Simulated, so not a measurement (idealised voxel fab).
This is a process module. Its name is voxel self aligned vias.
cross-section cut | 190 nm wide | cells 5 nm
A cross-section is written here as square cells arranged in a grid, and it is given in bands from the top down, each band taking up one or more rows of cells.
Band: top and bottom heights (nm) first, top before bottom; then materials from left to right, widths in nm. "everywhere" marks a sole material filling the band edge to edge. "air" denotes empty space.
Zero point of the height axis is 0; under it, received wafer = one material. Lowest band: continues down indefinitely, "0 and below".
So if you see something like "30->40" for the width, read it as the top row of the band sitting at the first number and the bottom row at the second, with every row in between moving by the same amount as the last.
No cell of the cross-section changed in a step that is given as "left unchanged".
Empty spaces without an open route to the top, at least 8 cells in extent, make up the entry "Trapped void list"; each is given as width x height at distance, where the distance is measured from the left edge, and all are in nm.
On a step's line, text after the settings is the simulator commenting on that step.
overlay nm: for a step with a mask, the amount by which the mask lay right of where it was planned; a negative amount means left of it.
Each pair below shows a cross-section before one step and the cross-section after it, down to the lowest band that changed. The line under each pair gives the step between them, with its settings. The pairs can come from different runs of this module on the same starting wafer, so a pair continues from the pair above only where its "Before the step" says so.
# Before the step
  0 and below  Si everywhere
  Trapped void list: none
# Sectional View, Post-Process
  10 down to 0  SiO2 everywhere
  Everything below 0 is unchanged.
  Trapped void list: none
The cross-sections above show the structure before and after this step: CONFORMAL_DEP,material SiO2,thk nm 10
Before the step: Please consult the pair immediately above; the cross-section it shows after its step is the state before this step.
# Sectional View, Post-Process
  15 down to 10  SiCN everywhere
  Everything below 10 is unchanged.
  Trapped void list: none
The cross-sections above show the structure before and after this step: CONFORMAL_DEP,material SiCN,thk nm 5
Before the step: Please consult the pair immediately above; the cross-section it shows after its step is the state before this step.
# Sectional View, Post-Process
  40 down to 15  SiO2 everywhere
  Everything below 15 is unchanged.
  Trapped void list: none
The cross-sections above show the structure before and after this step: DIRECTIONAL_DEP,material SiO2,thk nm 25
Before the step: Please consult the pair immediately above; the cross-section it shows after its step is the state before this step.
# Sectional View, Post-Process
  60 down to 40  resist: 40  air: 30  resist: 50  air: 30  resist: 40
  Everything below 40 is unchanged.
  Trapped void list: none
The cross-sections above show the structure before and after this step: PATTERN,tone open,mask id LINES,material resist,width nm 30,pitch nm 80,thk nm 20,overlay nm 0
Before the step: Please consult the pair immediately above; the cross-section it shows after its step is the state before this step.
# Sectional View, Post-Process
  60 down to 40  resist: 40  air: 30  resist: 50  air: 30  resist: 40
  40 down to 15  SiO2: 40  air: 30  SiO2: 50  air: 30  SiO2: 40
  Everything below 15 is unchanged.
  Trapped void list: none
The cross-sections above show the structure before and after this step: DIRECTIONAL_ETCH,etch materials SiO2,depth nm 25
Before the step: Please consult the pair immediately above; the cross-section it shows after its step is the state before this step.
# Sectional View, Post-Process
  40 down to 15  SiO2: 40  air: 30  SiO2: 50  air: 30  SiO2: 40
  Everything below 15 is unchanged.
  Trapped void list: none
The cross-sections above show the structure before and after this step: STRIP,etch materials resist
Before the step: Please consult the pair immediately above; the cross-section it shows after its step is the state before this step.
# Sectional View, Post-Process
  45 down to 40  TiN: 45  air: 20  TiN: 60  air: 20  TiN: 45
  40 down to 20  SiO2: 40  TiN: 5  air: 20  TiN: 5  SiO2: 50  TiN: 5  air: 20  TiN: 5  SiO2: 40
  20 down to 15  SiO2: 40  TiN: 30  SiO2: 50  TiN: 30  SiO2: 40
  Everything below 15 is unchanged.
  Trapped void list: none
The cross-sections above show the structure before and after this step: CONFORMAL_DEP,material TiN,thk nm 5
Before the step: Please consult the pair immediately above; the cross-section it shows after its step is the state before this step.
# Sectional View, Post-Process
  55 down to 45  Ru everywhere
  45 down to 40  TiN: 45  Ru: 20  TiN: 60  Ru: 20  TiN: 45
  40 down to 20  SiO2: 40  TiN: 5  Ru: 20  TiN: 5  SiO2: 50  TiN: 5  Ru: 20  TiN: 5  SiO2: 40
  Everything below 20 is unchanged.
  Trapped void list: none
The cross-sections above show the structure before and after this step: FILL_DEP,material Ru,thk nm 10
Before the step: Please consult the pair immediately above; the cross-section it shows after its step is the state before this step.
# Sectional View, Post-Process
  40 down to 20  SiO2: 40  TiN: 5  Ru: 20  TiN: 5  SiO2: 50  TiN: 5  Ru: 20  TiN: 5  SiO2: 40
  Everything below 20 is unchanged.
  Trapped void list: none
The cross-sections above show the structure before and after this step: CMP,height nm 40
Before the step: Please consult the pair immediately above; the cross-section it shows after its step is the state before this step.
# Sectional View, Post-Process
  40 down to 30  SiO2: 40  air: 30  SiO2: 50  air: 30  SiO2: 40
  Everything below 30 is unchanged.
  Trapped void list: none
The cross-sections above show the structure before and after this step: SELECTIVE_ETCH,etch materials W Ru TiN,depth nm 10
Before the step: Please consult the pair immediately above; the cross-section it shows after its step is the state before this step.
# Sectional View, Post-Process
  50 down to 40  SiN everywhere
  40 down to 30  SiO2: 40  SiN: 30  SiO2: 50  SiN: 30  SiO2: 40
  Everything below 30 is unchanged.
  Trapped void list: none
The cross-sections above show the structure before and after this step: FILL_DEP,material SiN,thk nm 10
Before the step: Please consult the pair immediately above; the cross-section it shows after its step is the state before this step.
# Sectional View, Post-Process
  40 down to 30  SiO2: 40  SiN: 30  SiO2: 50  SiN: 30  SiO2: 40
  Everything below 30 is unchanged.
  Trapped void list: none
The cross-sections above show the structure before and after this step: CMP,height nm 40
Before the step: Please consult the pair immediately above; the cross-section it shows after its step is the state before this step.
# Sectional View, Post-Process
  55 down to 40  SiO2 everywhere
  Everything below 40 is unchanged.
  Trapped void list: none
The cross-sections above show the structure before and after this step: DIRECTIONAL_DEP,material SiO2,thk nm 15
Before the step: Please consult the pair immediately above; the cross-section it shows after its step is the state before this step.
# Sectional View, Post-Process
  55 down to 40  SiO2: 30  air: 50  SiO2: 30  air: 50  SiO2: 30
  Everything below 40 is unchanged.
  Trapped void list: none
The cross-sections above show the structure before and after this step: MASKED_ETCH,tone open,mask id VIAS,width nm 50,pitch nm 80,etch materials SiO2,depth nm 15,overlay nm 0
Before the step: Please consult the pair immediately above; the cross-section it shows after its step is the state before this step.
# Sectional View, Post-Process
  55 down to 40  SiO2: 30  air: 50  SiO2: 30  air: 50  SiO2: 30
  40 down to 30  SiO2: 40  air: 30  SiO2: 50  air: 30  SiO2: 40
  Everything below 30 is unchanged.
  Trapped void list: none
The cross-sections above show the structure before and after this step: MASKED_ETCH,tone open,mask id VIAS,width nm 50,pitch nm 80,etch materials SiN,depth nm 10,overlay nm 0
Before the step: Please consult the pair immediately above; the cross-section it shows after its step is the state before this step.
# Sectional View, Post-Process
  60 down to 55  TiN: 35  air: 40  TiN: 40  air: 40  TiN: 35
  55 down to 45  SiO2: 30  TiN: 5  air: 40  TiN: 5  SiO2: 30  TiN: 5  air: 40  TiN: 5  SiO2: 30
  45 down to 35  SiO2: 30->40  TiN: 15->5  air: 20  TiN: 15->5  SiO2: 30->50  TiN: 15->5  air: 20  TiN: 15->5  SiO2: 30->40
  35 down to 30  SiO2: 40  TiN: 30  SiO2: 50  TiN: 30  SiO2: 40
  Everything below 30 is unchanged.
  Trapped void list: none
The cross-sections above show the structure before and after this step: CONFORMAL_DEP,material TiN,thk nm 5
Before the step: Please consult the pair immediately above; the cross-section it shows after its step is the state before this step.
# Sectional View, Post-Process
  70 down to 60  Cu everywhere
  60 down to 55  TiN: 35  Cu: 40  TiN: 40  Cu: 40  TiN: 35
  55 down to 45  SiO2: 30  TiN: 5  Cu: 40  TiN: 5  SiO2: 30  TiN: 5  Cu: 40  TiN: 5  SiO2: 30
  45 down to 35  SiO2: 30->40  TiN: 15->5  Cu: 20  TiN: 15->5  SiO2: 30->50  TiN: 15->5  Cu: 20  TiN: 15->5  SiO2: 30->40
  Everything below 35 is unchanged.
  Trapped void list: none
The cross-sections above show the structure before and after this step: FILL_DEP,material Cu,thk nm 10
Before the step: Please consult the pair immediately above; the cross-section it shows after its step is the state before this step.
# Sectional View, Post-Process
  55 down to 45  SiO2: 30  TiN: 5  Cu: 40  TiN: 5  SiO2: 30  TiN: 5  Cu: 40  TiN: 5  SiO2: 30
  Everything below 45 is unchanged.
  Trapped void list: none
The cross-sections above show the structure before and after this step: CMP,height nm 55
Before the step: Please consult the pair immediately above; the cross-section it shows after its step is the state before this step.
# Sectional View, Post-Process
  60 down to 55  SiCN everywhere
  Everything below 55 is unchanged.
  Trapped void list: none
The cross-sections above show the structure before and after this step: CONFORMAL_DEP,material SiCN,thk nm 5
# Before the step
  10 down to 0  SiO2 everywhere
  0 and below  Si everywhere
  Trapped void list: none
# Sectional View, Post-Process
  35 down to 0  SiO2 everywhere
  Everything below 0 is unchanged.
  Trapped void list: none
The cross-sections above show the structure before and after this step: DIRECTIONAL_DEP,material SiO2,thk nm 25
Before the step: Please consult the pair immediately above; the cross-section it shows after its step is the state before this step.
# Sectional View, Post-Process
  55 down to 35  resist: 40  air: 30  resist: 50  air: 30  resist: 40
  Everything below 35 is unchanged.
  Trapped void list: none
The cross-sections above show the structure before and after this step: PATTERN,tone open,mask id LINES,material resist,width nm 30,pitch nm 80,thk nm 20,overlay nm 0
Before the step: Please consult the pair immediately above; the cross-section it shows after its step is the state before this step.
# Sectional View, Post-Process
  55 down to 35  resist: 40  air: 30  resist: 50  air: 30  resist: 40
  35 down to 10  SiO2: 40  air: 30  SiO2: 50  air: 30  SiO2: 40
  Everything below 10 is unchanged.
  Trapped void list: none
The cross-sections above show the structure before and after this step: DIRECTIONAL_ETCH,etch materials SiO2,depth nm 25
Before the step: Please consult the pair immediately above; the cross-section it shows after its step is the state before this step.
# Sectional View, Post-Process
  35 down to 10  SiO2: 40  air: 30  SiO2: 50  air: 30  SiO2: 40
  Everything below 10 is unchanged.
  Trapped void list: none
The cross-sections above show the structure before and after this step: STRIP,etch materials resist
Before the step: Please consult the pair immediately above; the cross-section it shows after its step is the state before this step.
# Sectional View, Post-Process
  40 down to 35  TiN: 45  air: 20  TiN: 60  air: 20  TiN: 45
  35 down to 15  SiO2: 40  TiN: 5  air: 20  TiN: 5  SiO2: 50  TiN: 5  air: 20  TiN: 5  SiO2: 40
  15 down to 10  SiO2: 40  TiN: 30  SiO2: 50  TiN: 30  SiO2: 40
  Everything below 10 is unchanged.
  Trapped void list: none
The cross-sections above show the structure before and after this step: CONFORMAL_DEP,material TiN,thk nm 5
Before the step: Please consult the pair immediately above; the cross-section it shows after its step is the state before this step.
# Sectional View, Post-Process
  50 down to 40  Ru everywhere
  40 down to 35  TiN: 45  Ru: 20  TiN: 60  Ru: 20  TiN: 45
  35 down to 15  SiO2: 40  TiN: 5  Ru: 20  TiN: 5  SiO2: 50  TiN: 5  Ru: 20  TiN: 5  SiO2: 40
  Everything below 15 is unchanged.
  Trapped void list: none
The cross-sections above show the structure before and after this step: FILL_DEP,material Ru,thk nm 10
Before the step: Please consult the pair immediately above; the cross-section it shows after its step is the state before this step.
# Sectional View, Post-Process
  40 down to 35  TiN: 45  Ru: 20  TiN: 60  Ru: 20  TiN: 45
  Everything below 35 is unchanged.
  Trapped void list: none
The cross-sections above show the structure before and after this step: CMP,height nm 40
Before the step: Please consult the pair immediately above; the cross-section it shows after its step is the state before this step.
# Sectional View, Post-Process
  35 down to 30  SiO2: 40  air: 30  SiO2: 50  air: 30  SiO2: 40
  Everything below 30 is unchanged.
  Trapped void list: none
The cross-sections above show the structure before and after this step: SELECTIVE_ETCH,etch materials W Ru TiN,depth nm 10
Before the step: Please consult the pair immediately above; the cross-section it shows after its step is the state before this step.
# Sectional View, Post-Process
  45 down to 35  SiN everywhere
  35 down to 30  SiO2: 40  SiN: 30  SiO2: 50  SiN: 30  SiO2: 40
  Everything below 30 is unchanged.
  Trapped void list: none
The cross-sections above show the structure before and after this step: FILL_DEP,material SiN,thk nm 10
Before the step: Please consult the pair immediately above; the cross-section it shows after its step is the state before this step.
# Sectional View, Post-Process
  40 down to 35  SiN everywhere
  Everything below 35 is unchanged.
  Trapped void list: none
The cross-sections above show the structure before and after this step: CMP,height nm 40
Before the step: Please consult the pair immediately above; the cross-section it shows after its step is the state before this step.
# Sectional View, Post-Process
  55 down to 40  SiO2 everywhere
  Everything below 40 is unchanged.
  Trapped void list: none
The cross-sections above show the structure before and after this step: DIRECTIONAL_DEP,material SiO2,thk nm 15
Before the step: Please consult the pair immediately above; the cross-section it shows after its step is the state before this step.
# Sectional View, Post-Process
  55 down to 40  SiO2: 30  air: 50  SiO2: 30  air: 50  SiO2: 30
  Everything below 40 is unchanged.
  Trapped void list: none
The cross-sections above show the structure before and after this step: MASKED_ETCH,tone open,mask id VIAS,width nm 50,pitch nm 80,etch materials SiO2,depth nm 15,overlay nm 0
Before the step: Please consult the pair immediately above; the cross-section it shows after its step is the state before this step.
# Sectional View, Post-Process
  55 down to 40  SiO2: 30  air: 50  SiO2: 30  air: 50  SiO2: 30
  40 down to 35  SiN: 30  air: 50  SiN: 30  air: 50  SiN: 30
  35 down to 30  SiO2: 40  air: 30  SiO2: 50  air: 30  SiO2: 40
  Everything below 30 is unchanged.
  Trapped void list: none
The cross-sections above show the structure before and after this step: MASKED_ETCH,tone open,mask id VIAS,width nm 50,pitch nm 80,etch materials SiN,depth nm 10,overlay nm 0
Before the step: Please consult the pair immediately above; the cross-section it shows after its step is the state before this step.
# Sectional View, Post-Process
  60 down to 55  TiN: 35  air: 40  TiN: 40  air: 40  TiN: 35
  55 down to 40  SiO2: 30  TiN: 5  air: 40  TiN: 5  SiO2: 30  TiN: 5  air: 40  TiN: 5  SiO2: 30
  40 down to 35  SiN: 30  TiN: 15  air: 20  TiN: 15  SiN: 30  TiN: 15  air: 20  TiN: 15  SiN: 30
  35 down to 30  SiO2: 40  TiN: 30  SiO2: 50  TiN: 30  SiO2: 40
  Everything below 30 is unchanged.
  Trapped void list: none
The cross-sections above show the structure before and after this step: CONFORMAL_DEP,material TiN,thk nm 5
Before the step: Please consult the pair immediately above; the cross-section it shows after its step is the state before this step.
# Sectional View, Post-Process
  70 down to 60  Cu everywhere
  60 down to 55  TiN: 35  Cu: 40  TiN: 40  Cu: 40  TiN: 35
  55 down to 40  SiO2: 30  TiN: 5  Cu: 40  TiN: 5  SiO2: 30  TiN: 5  Cu: 40  TiN: 5  SiO2: 30
  40 down to 35  SiN: 30  TiN: 15  Cu: 20  TiN: 15  SiN: 30  TiN: 15  Cu: 20  TiN: 15  SiN: 30
  Everything below 35 is unchanged.
  Trapped void list: none
The cross-sections above show the structure before and after this step: FILL_DEP,material Cu,thk nm 10
Before the step: Please consult the pair immediately above; the cross-section it shows after its step is the state before this step.
# Sectional View, Post-Process
  55 down to 40  SiO2: 30  TiN: 5  Cu: 40  TiN: 5  SiO2: 30  TiN: 5  Cu: 40  TiN: 5  SiO2: 30
  Everything below 40 is unchanged.
  Trapped void list: none
The cross-sections above show the structure before and after this step: CMP,height nm 55
Before the step: Please consult the pair immediately above; the cross-section it shows after its step is the state before this step.
# Sectional View, Post-Process
  60 down to 55  SiCN everywhere
  Everything below 55 is unchanged.
  Trapped void list: none
The cross-sections above show the structure before and after this step: CONFORMAL_DEP,material SiCN,thk nm 5
# Before the step
  55 down to 40  SiO2: 30  air: 50  SiO2: 30  air: 50  SiO2: 30
  40 down to 30  SiO2: 40  SiN: 30  SiO2: 50  SiN: 30  SiO2: 40
  30 down to 20  SiO2: 40  TiN: 5  Ru: 20  TiN: 5  SiO2: 50  TiN: 5  Ru: 20  TiN: 5  SiO2: 40
  20 down to 15  SiO2: 40  TiN: 30  SiO2: 50  TiN: 30  SiO2: 40
  15 down to 10  SiCN everywhere
  10 down to 0  SiO2 everywhere
  0 and below  Si everywhere
  Trapped void list: none
# Sectional View, Post-Process
  55 down to 40  SiO2: 30  air: 50  SiO2: 30  air: 50  SiO2: 30
  40 down to 30  SiO2: 30  air: 10  SiN: 30  air: 10  SiO2: 30  air: 10  SiN: 30  air: 10  SiO2: 30
  30 down to 25  SiO2: 30  air: 10  TiN: 5  Ru: 20  TiN: 5  air: 10  SiO2: 30  air: 10  TiN: 5  Ru: 20  TiN: 5  air: 10  SiO2: 30
  Everything below 25 is unchanged.
  Trapped void list: none
The cross-sections above show the structure before and after this step: MASKED_ETCH,tone open,mask id VIAS,width nm 50,pitch nm 80,etch materials SiO2,depth nm 15,overlay nm 0
Before the step: Please consult the pair immediately above; the cross-section it shows after its step is the state before this step.
# Sectional View, Post-Process
  55 down to 30  SiO2: 30  air: 50  SiO2: 30  air: 50  SiO2: 30
  Everything below 30 is unchanged.
  Trapped void list: none
The cross-sections above show the structure before and after this step: MASKED_ETCH,tone open,mask id VIAS,width nm 50,pitch nm 80,etch materials SiN,depth nm 10,overlay nm 0
Before the step: Please consult the pair immediately above; the cross-section it shows after its step is the state before this step.
# Sectional View, Post-Process
  60 down to 55  TiN: 35  air: 40  TiN: 40  air: 40  TiN: 35
  55 down to 35  SiO2: 30  TiN: 5  air: 40  TiN: 5  SiO2: 30  TiN: 5  air: 40  TiN: 5  SiO2: 30
  35 down to 30  SiO2: 30  TiN: 50  SiO2: 30  TiN: 50  SiO2: 30
  30 down to 20  SiO2: 30->40  TiN: 15->5  Ru: 20  TiN: 15->5  SiO2: 30->50  TiN: 15->5  Ru: 20  TiN: 15->5  SiO2: 30->40
  Everything below 20 is unchanged.
  Trapped void list: none
The cross-sections above show the structure before and after this step: CONFORMAL_DEP,material TiN,thk nm 5
Before the step: Please consult the pair immediately above; the cross-section it shows after its step is the state before this step.
# Sectional View, Post-Process
  70 down to 60  Cu everywhere
  60 down to 55  TiN: 35  Cu: 40  TiN: 40  Cu: 40  TiN: 35
  55 down to 35  SiO2: 30  TiN: 5  Cu: 40  TiN: 5  SiO2: 30  TiN: 5  Cu: 40  TiN: 5  SiO2: 30
  Everything below 35 is unchanged.
  Trapped void list: none
The cross-sections above show the structure before and after this step: FILL_DEP,material Cu,thk nm 10
Before the step: Please consult the pair immediately above; the cross-section it shows after its step is the state before this step.
# Sectional View, Post-Process
  55 down to 35  SiO2: 30  TiN: 5  Cu: 40  TiN: 5  SiO2: 30  TiN: 5  Cu: 40  TiN: 5  SiO2: 30
  Everything below 35 is unchanged.
  Trapped void list: none
The cross-sections above show the structure before and after this step: CMP,height nm 55
Before the step: Please consult the pair immediately above; the cross-section it shows after its step is the state before this step.
# Sectional View, Post-Process
  60 down to 55  SiCN everywhere
  Everything below 55 is unchanged.
  Trapped void list: none
The cross-sections above show the structure before and after this step: CONFORMAL_DEP,material SiCN,thk nm 5
# Before the step
  0 and below  Si everywhere
  Trapped void list: none
# Sectional View, Post-Process
  5 down to 0  SiCN everywhere
  Everything below 0 is unchanged.
  Trapped void list: none
The cross-sections above show the structure before and after this step: CONFORMAL_DEP,material SiCN,thk nm 5
Before the step: Please consult the pair immediately above; the cross-section it shows after its step is the state before this step.
# Sectional View, Post-Process
  15 down to 5  SiO2 everywhere
  Everything below 5 is unchanged.
  Trapped void list: none
The cross-sections above show the structure before and after this step: CONFORMAL_DEP,material SiO2,thk nm 10
Before the step: Please consult the pair immediately above; the cross-section it shows after its step is the state before this step.
# Sectional View, Post-Process
  40 down to 5  SiO2 everywhere
  Everything below 5 is unchanged.
  Trapped void list: none
The cross-sections above show the structure before and after this step: DIRECTIONAL_DEP,material SiO2,thk nm 25
Before the step: Please consult the pair immediately above; the cross-section it shows after its step is the state before this step.
# Sectional View, Post-Process
  60 down to 40  resist: 40  air: 30  resist: 50  air: 30  resist: 40
  Everything below 40 is unchanged.
  Trapped void list: none
The cross-sections above show the structure before and after this step: PATTERN,tone open,mask id LINES,material resist,width nm 30,pitch nm 80,thk nm 20,overlay nm 0
Before the step: Please consult the pair immediately above; the cross-section it shows after its step is the state before this step.
# Sectional View, Post-Process
  60 down to 40  resist: 40  air: 30  resist: 50  air: 30  resist: 40
  40 down to 15  SiO2: 40  air: 30  SiO2: 50  air: 30  SiO2: 40
  Everything below 15 is unchanged.
  Trapped void list: none
The cross-sections above show the structure before and after this step: DIRECTIONAL_ETCH,etch materials SiO2,depth nm 25
Before the step: Please consult the pair immediately above; the cross-section it shows after its step is the state before this step.
# Sectional View, Post-Process
  40 down to 15  SiO2: 40  air: 30  SiO2: 50  air: 30  SiO2: 40
  Everything below 15 is unchanged.
  Trapped void list: none
The cross-sections above show the structure before and after this step: STRIP,etch materials resist
Before the step: Please consult the pair immediately above; the cross-section it shows after its step is the state before this step.
# Sectional View, Post-Process
  45 down to 40  TiN: 45  air: 20  TiN: 60  air: 20  TiN: 45
  40 down to 20  SiO2: 40  TiN: 5  air: 20  TiN: 5  SiO2: 50  TiN: 5  air: 20  TiN: 5  SiO2: 40
  20 down to 15  SiO2: 40  TiN: 30  SiO2: 50  TiN: 30  SiO2: 40
  Everything below 15 is unchanged.
  Trapped void list: none
The cross-sections above show the structure before and after this step: CONFORMAL_DEP,material TiN,thk nm 5
Before the step: Please consult the pair immediately above; the cross-section it shows after its step is the state before this step.
# Sectional View, Post-Process
  55 down to 45  Ru everywhere
  45 down to 40  TiN: 45  Ru: 20  TiN: 60  Ru: 20  TiN: 45
  40 down to 20  SiO2: 40  TiN: 5  Ru: 20  TiN: 5  SiO2: 50  TiN: 5  Ru: 20  TiN: 5  SiO2: 40
  Everything below 20 is unchanged.
  Trapped void list: none
The cross-sections above show the structure before and after this step: FILL_DEP,material Ru,thk nm 10
Before the step: Please consult the pair immediately above; the cross-section it shows after its step is the state before this step.
# Sectional View, Post-Process
  40 down to 20  SiO2: 40  TiN: 5  Ru: 20  TiN: 5  SiO2: 50  TiN: 5  Ru: 20  TiN: 5  SiO2: 40
  Everything below 20 is unchanged.
  Trapped void list: none
The cross-sections above show the structure before and after this step: CMP,height nm 40
Before the step: Please consult the pair immediately above; the cross-section it shows after its step is the state before this step.
# Sectional View, Post-Process
  40 down to 30  SiO2: 40  air: 30  SiO2: 50  air: 30  SiO2: 40
  Everything below 30 is unchanged.
  Trapped void list: none
The cross-sections above show the structure before and after this step: SELECTIVE_ETCH,etch materials W Ru TiN,depth nm 10
Before the step: Please consult the pair immediately above; the cross-section it shows after its step is the state before this step.
# Sectional View, Post-Process
  50 down to 40  SiN everywhere
  40 down to 30  SiO2: 40  SiN: 30  SiO2: 50  SiN: 30  SiO2: 40
  Everything below 30 is unchanged.
  Trapped void list: none
The cross-sections above show the structure before and after this step: FILL_DEP,material SiN,thk nm 10
Before the step: Please consult the pair immediately above; the cross-section it shows after its step is the state before this step.
# Sectional View, Post-Process
  40 down to 30  SiO2: 40  SiN: 30  SiO2: 50  SiN: 30  SiO2: 40
  Everything below 30 is unchanged.
  Trapped void list: none
The cross-sections above show the structure before and after this step: CMP,height nm 40
Before the step: Please consult the pair immediately above; the cross-section it shows after its step is the state before this step.
# Sectional View, Post-Process
  55 down to 40  SiO2 everywhere
  Everything below 40 is unchanged.
  Trapped void list: none
The cross-sections above show the structure before and after this step: DIRECTIONAL_DEP,material SiO2,thk nm 15
Before the step: Please consult the pair immediately above; the cross-section it shows after its step is the state before this step.
# Sectional View, Post-Process
  55 down to 40  SiO2: 30  air: 50  SiO2: 30  air: 50  SiO2: 30
  Everything below 40 is unchanged.
  Trapped void list: none
The cross-sections above show the structure before and after this step: MASKED_ETCH,tone open,mask id VIAS,width nm 50,pitch nm 80,etch materials SiO2,depth nm 15,overlay nm 0
Before the step: Please consult the pair immediately above; the cross-section it shows after its step is the state before this step.
# Sectional View, Post-Process
  55 down to 40  SiO2: 30  air: 50  SiO2: 30  air: 50  SiO2: 30
  40 down to 30  SiO2: 40  air: 30  SiO2: 50  air: 30  SiO2: 40
  Everything below 30 is unchanged.
  Trapped void list: none
The cross-sections above show the structure before and after this step: MASKED_ETCH,tone open,mask id VIAS,width nm 50,pitch nm 80,etch materials SiN,depth nm 10,overlay nm 0
Before the step: Please consult the pair immediately above; the cross-section it shows after its step is the state before this step.
# Sectional View, Post-Process
  60 down to 55  TiN: 35  air: 40  TiN: 40  air: 40  TiN: 35
  55 down to 45  SiO2: 30  TiN: 5  air: 40  TiN: 5  SiO2: 30  TiN: 5  air: 40  TiN: 5  SiO2: 30
  45 down to 35  SiO2: 30->40  TiN: 15->5  air: 20  TiN: 15->5  SiO2: 30->50  TiN: 15->5  air: 20  TiN: 15->5  SiO2: 30->40
  35 down to 30  SiO2: 40  TiN: 30  SiO2: 50  TiN: 30  SiO2: 40
  Everything below 30 is unchanged.
  Trapped void list: none
The cross-sections above show the structure before and after this step: CONFORMAL_DEP,material TiN,thk nm 5
Before the step: Please consult the pair immediately above; the cross-section it shows after its step is the state before this step.
# Sectional View, Post-Process
  70 down to 60  Cu everywhere
  60 down to 55  TiN: 35  Cu: 40  TiN: 40  Cu: 40  TiN: 35
  55 down to 45  SiO2: 30  TiN: 5  Cu: 40  TiN: 5  SiO2: 30  TiN: 5  Cu: 40  TiN: 5  SiO2: 30
  45 down to 35  SiO2: 30->40  TiN: 15->5  Cu: 20  TiN: 15->5  SiO2: 30->50  TiN: 15->5  Cu: 20  TiN: 15->5  SiO2: 30->40
  Everything below 35 is unchanged.
  Trapped void list: none
The cross-sections above show the structure before and after this step: FILL_DEP,material Cu,thk nm 10
Before the step: Please consult the pair immediately above; the cross-section it shows after its step is the state before this step.
# Sectional View, Post-Process
  55 down to 45  SiO2: 30  TiN: 5  Cu: 40  TiN: 5  SiO2: 30  TiN: 5  Cu: 40  TiN: 5  SiO2: 30
  Everything below 45 is unchanged.
  Trapped void list: none
The cross-sections above show the structure before and after this step: CMP,height nm 55
Before the step: Please consult the pair immediately above; the cross-section it shows after its step is the state before this step.
# Sectional View, Post-Process
  60 down to 55  SiCN everywhere
  Everything below 55 is unchanged.
  Trapped void list: none
The cross-sections above show the structure before and after this step: CONFORMAL_DEP,material SiCN,thk nm 5
# Before the step
  0 and below  Si everywhere
  Trapped void list: none
# Sectional View, Post-Process
  5 down to 0  SiO2 everywhere
  Everything below 0 is unchanged.
  Trapped void list: none
The cross-sections above show the structure before and after this step: CONFORMAL_DEP,material SiO2,thk nm 5
Before the step: Please consult the pair immediately above; the cross-section it shows after its step is the state before this step.
# Sectional View, Post-Process
  10 down to 5  SiCN everywhere
  Everything below 5 is unchanged.
  Trapped void list: none
The cross-sections above show the structure before and after this step: CONFORMAL_DEP,material SiCN,thk nm 5
Before the step: Please consult the pair immediately above; the cross-section it shows after its step is the state before this step.
# Sectional View, Post-Process
  35 down to 10  SiO2 everywhere
  Everything below 10 is unchanged.
  Trapped void list: none
The cross-sections above show the structure before and after this step: DIRECTIONAL_DEP,material SiO2,thk nm 25
Before the step: Please consult the pair immediately above; the cross-section it shows after its step is the state before this step.
# Sectional View, Post-Process
  55 down to 35  resist: 40  air: 30  resist: 50  air: 30  resist: 40
  Everything below 35 is unchanged.
  Trapped void list: none
The cross-sections above show the structure before and after this step: PATTERN,tone open,mask id LINES,material resist,width nm 30,pitch nm 80,thk nm 20,overlay nm 0
Before the step: Please consult the pair immediately above; the cross-section it shows after its step is the state before this step.
# Sectional View, Post-Process
  55 down to 35  resist: 40  air: 30  resist: 50  air: 30  resist: 40
  35 down to 10  SiO2: 40  air: 30  SiO2: 50  air: 30  SiO2: 40
  Everything below 10 is unchanged.
  Trapped void list: none
The cross-sections above show the structure before and after this step: DIRECTIONAL_ETCH,etch materials SiO2,depth nm 25
Before the step: Please consult the pair immediately above; the cross-section it shows after its step is the state before this step.
# Sectional View, Post-Process
  35 down to 10  SiO2: 40  air: 30  SiO2: 50  air: 30  SiO2: 40
  Everything below 10 is unchanged.
  Trapped void list: none
The cross-sections above show the structure before and after this step: STRIP,etch materials resist
Before the step: Please consult the pair immediately above; the cross-section it shows after its step is the state before this step.
# Sectional View, Post-Process
  40 down to 35  TiN: 45  air: 20  TiN: 60  air: 20  TiN: 45
  35 down to 15  SiO2: 40  TiN: 5  air: 20  TiN: 5  SiO2: 50  TiN: 5  air: 20  TiN: 5  SiO2: 40
  15 down to 10  SiO2: 40  TiN: 30  SiO2: 50  TiN: 30  SiO2: 40
  Everything below 10 is unchanged.
  Trapped void list: none
The cross-sections above show the structure before and after this step: CONFORMAL_DEP,material TiN,thk nm 5
Before the step: Please consult the pair immediately above; the cross-section it shows after its step is the state before this step.
# Sectional View, Post-Process
  50 down to 40  Ru everywhere
  40 down to 35  TiN: 45  Ru: 20  TiN: 60  Ru: 20  TiN: 45
  35 down to 15  SiO2: 40  TiN: 5  Ru: 20  TiN: 5  SiO2: 50  TiN: 5  Ru: 20  TiN: 5  SiO2: 40
  Everything below 15 is unchanged.
  Trapped void list: none
The cross-sections above show the structure before and after this step: FILL_DEP,material Ru,thk nm 10
Before the step: Please consult the pair immediately above; the cross-section it shows after its step is the state before this step.
# Sectional View, Post-Process
  40 down to 35  TiN: 45  Ru: 20  TiN: 60  Ru: 20  TiN: 45
  Everything below 35 is unchanged.
  Trapped void list: none
The cross-sections above show the structure before and after this step: CMP,height nm 40
Before the step: Please consult the pair immediately above; the cross-section it shows after its step is the state before this step.
# Sectional View, Post-Process
  35 down to 30  SiO2: 40  air: 30  SiO2: 50  air: 30  SiO2: 40
  Everything below 30 is unchanged.
  Trapped void list: none
The cross-sections above show the structure before and after this step: SELECTIVE_ETCH,etch materials W Ru TiN,depth nm 10
Before the step: Please consult the pair immediately above; the cross-section it shows after its step is the state before this step.
# Sectional View, Post-Process
  45 down to 35  SiN everywhere
  35 down to 30  SiO2: 40  SiN: 30  SiO2: 50  SiN: 30  SiO2: 40
  Everything below 30 is unchanged.
  Trapped void list: none
The cross-sections above show the structure before and after this step: FILL_DEP,material SiN,thk nm 10
Before the step: Please consult the pair immediately above; the cross-section it shows after its step is the state before this step.
# Sectional View, Post-Process
  40 down to 35  SiN everywhere
  Everything below 35 is unchanged.
  Trapped void list: none
The cross-sections above show the structure before and after this step: CMP,height nm 40
Before the step: Please consult the pair immediately above; the cross-section it shows after its step is the state before this step.
# Sectional View, Post-Process
  55 down to 40  SiO2 everywhere
  Everything below 40 is unchanged.
  Trapped void list: none
The cross-sections above show the structure before and after this step: DIRECTIONAL_DEP,material SiO2,thk nm 15
Before the step: Please consult the pair immediately above; the cross-section it shows after its step is the state before this step.
# Sectional View, Post-Process
  55 down to 40  SiO2: 30  air: 50  SiO2: 30  air: 50  SiO2: 30
  Everything below 40 is unchanged.
  Trapped void list: none
The cross-sections above show the structure before and after this step: MASKED_ETCH,tone open,mask id VIAS,width nm 50,pitch nm 80,etch materials SiO2,depth nm 15,overlay nm 0
